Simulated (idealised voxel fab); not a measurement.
process module | voxel capacitor over wiring
cross-section cut | 205 nm wide | cells 5 nm
A cross-section is a grid of square cells, given in bands from the top down. A band is one or more rows of cells.
Each band's line starts with the height of the band's top and of its bottom, in nm. Then come its materials from left to right, each with its width in nm. One material with "throughout" fills the band from edge to edge. "air" is empty space.
Height 0 is the level under which the wafer as received is all one material. The lowest band goes on downwards, as in "0 down".
A width such as "30 to 40" changes by the same amount from each row of cells to the next, from the band's top row to its bottom row.
"no change" after a step means that no cell of the cross-section changed.
closed voids: empty space of 8 cells or more with no open way to the top, each as width x height at its distance from the left edge, in nm
after a step's settings: what the simulator itself notes on the step
overlay nm, on a step with a mask: how far to the right of its planned place the mask lay; to the left if negative
plan
1 op RECEIVE | material Si
2 op CONFORMAL_DEP | material SiO2 | thk nm 15
3 op DIRECTIONAL_DEP | material TiN | thk nm 5
4 op DIRECTIONAL_DEP | material Ru | thk nm 20
5 op PATTERN | tone cover | mask id METAL_1 | material resist | width nm 25 | pitch nm 90 | thk nm 20 | overlay nm -15
6 op DIRECTIONAL_ETCH | etch materials Ru | depth nm 20
7 op DIRECTIONAL_ETCH | etch materials TiN | depth nm 5
8 op STRIP | etch materials resist
9 op CONFORMAL_DEP | material SiCN | thk nm 5
10 op FILL_DEP | material lowk | thk nm 5
11 op CMP | height nm 40
12 op CONFORMAL_DEP | material SiCN | thk nm 5
13 op DIRECTIONAL_DEP | material SiO2 | thk nm 10
14 op PATTERN | tone open | mask id PLUG_1 | material resist | width nm 15 | thk nm 20 | overlay nm 0
15 op DIRECTIONAL_ETCH | etch materials SiO2 | depth nm 10
16 op DIRECTIONAL_ETCH | etch materials SiCN | depth nm 5
17 op STRIP | etch materials resist
18 op EPI | material Ru | thk nm 10
19 op EPI | material Ru | thk nm 5
20 op DIRECTIONAL_DEP | material TiN | thk nm 10
21 op DIRECTIONAL_DEP | material Al2O3 | thk nm 5
22 op DIRECTIONAL_DEP | material TiN | thk nm 10
23 op PATTERN | tone cover | mask id UPPER_PLATE | material resist | width nm 70 | thk nm 15 | overlay nm 0
24 op DIRECTIONAL_ETCH | etch materials TiN | depth nm 10
25 op DIRECTIONAL_ETCH | etch materials Al2O3 | depth nm 5
26 op STRIP | etch materials resist
27 op PATTERN | tone cover | mask id LOWER_PLATE | material resist | width nm 80 | thk nm 20 | overlay nm 0
28 op DIRECTIONAL_ETCH | etch materials TiN | depth nm 10
29 op STRIP | etch materials resist
30 op FILL_DEP | material SiO2 | thk nm 20
31 op CMP | height nm 95
32 op DIRECTIONAL_DEP | material aC | thk nm 15
33 op PATTERN | tone open | mask id PLUG_2 | material resist | width nm 15 | thk nm 30 | overlay nm 0
34 op DIRECTIONAL_ETCH | etch materials aC | depth nm 15
35 op STRIP | etch materials resist
36 op DIRECTIONAL_ETCH | etch materials SiO2 | depth nm 15
37 op STRIP | etch materials aC
38 op CONFORMAL_DEP | material TiN | thk nm 5
39 op FILL_DEP | material W | thk nm 10
40 op CMP | height nm 95
41 op CONFORMAL_DEP | material SiCN | thk nm 5
varied across the wafers: overlay nm of step 5. The plan shows the first wafer's value. All wafers start alike
first wafer as received, after step 1
  0 down: Si throughout
  closed voids: none
first wafer at the end, after step 41
  100 to 95: SiCN throughout
  95 to 85: SiO2 65 | TiN 5 | W 5 | TiN 5 | SiO2 125
  85 to 80: SiO2 65 | TiN 15 | SiO2 125
  80 to 70: SiO2 70 | TiN 55 | SiO2 80
  70 to 65: SiO2 70 | Al2O3 55 | SiO2 80
  65 to 55: SiO2 50 | TiN 80 | SiO2 75
  55 to 50: SiO2 55 | Al2O3 15 | SiO2 135
  50 to 45: SiO2 55 | TiN 15 | SiO2 135
  45 to 40: SiCN 55 | TiN 15 | SiCN 135
  40 to 20: lowk 25 | SiCN 5 | Ru 25 | SiCN 5 | lowk 55 | SiCN 5 | Ru 25 | SiCN 5 | lowk 55
  20 to 15: SiCN 30 | TiN 25 | SiCN 65 | TiN 25 | SiCN 60
  15 to 0: SiO2 throughout
  0 down: Si throughout
  closed voids: none
last wafer at the end
  100 to 95: SiCN throughout
  95 to 85: SiO2 65 | TiN 5 | W 5 | TiN 5 | SiO2 125
  85 to 80: SiO2 65 | TiN 15 | SiO2 125
  80 to 70: SiO2 55 | TiN 70 | SiO2 80
  70 to 65: SiO2 55 | Al2O3 70 | SiO2 80
  65 to 55: SiO2 50 | TiN 80 | SiO2 75
  55 to 45: SiO2 55 | Ru 15 | SiO2 135
  45 to 40: SiCN 55 | Ru 15 | SiCN 135
  40 to 20: lowk 55 | SiCN 5 | Ru 25 | SiCN 5 | lowk 55 | SiCN 5 | Ru 25 | SiCN 5 | lowk 25
  20 to 15: SiCN 60 | TiN 25 | SiCN 65 | TiN 25 | SiCN 30
  15 to 0: SiO2 throughout
  0 down: Si throughout
  closed voids: none
each wafer at the end: cells of each material gained (+) or lost (-) since it was received, then its closed voids
overlay nm -15 | +14 Al2O3 | +40 Ru | +126 SiCN | +453 SiO2 | +77 TiN | +2 W | +108 lowk | closed voids: none
overlay nm -10 | +14 Al2O3 | +49 Ru | +126 SiCN | +444 SiO2 | +77 TiN | +2 W | +108 lowk | closed voids: none
overlay nm -5 | +14 Al2O3 | +49 Ru | +126 SiCN | +444 SiO2 | +77 TiN | +2 W | +108 lowk | closed voids: none
overlay nm 0 | +14 Al2O3 | +49 Ru | +126 SiCN | +444 SiO2 | +77 TiN | +2 W | +108 lowk | closed voids: none
overlay nm 5 | +14 Al2O3 | +49 Ru | +126 SiCN | +444 SiO2 | +77 TiN | +2 W | +108 lowk | closed voids: none
overlay nm 10 | +14 Al2O3 | +49 Ru | +126 SiCN | +444 SiO2 | +77 TiN | +2 W | +108 lowk | closed voids: none
overlay nm 15 | +14 Al2O3 | +49 Ru | +126 SiCN | +444 SiO2 | +77 TiN | +2 W | +108 lowk | closed voids: none
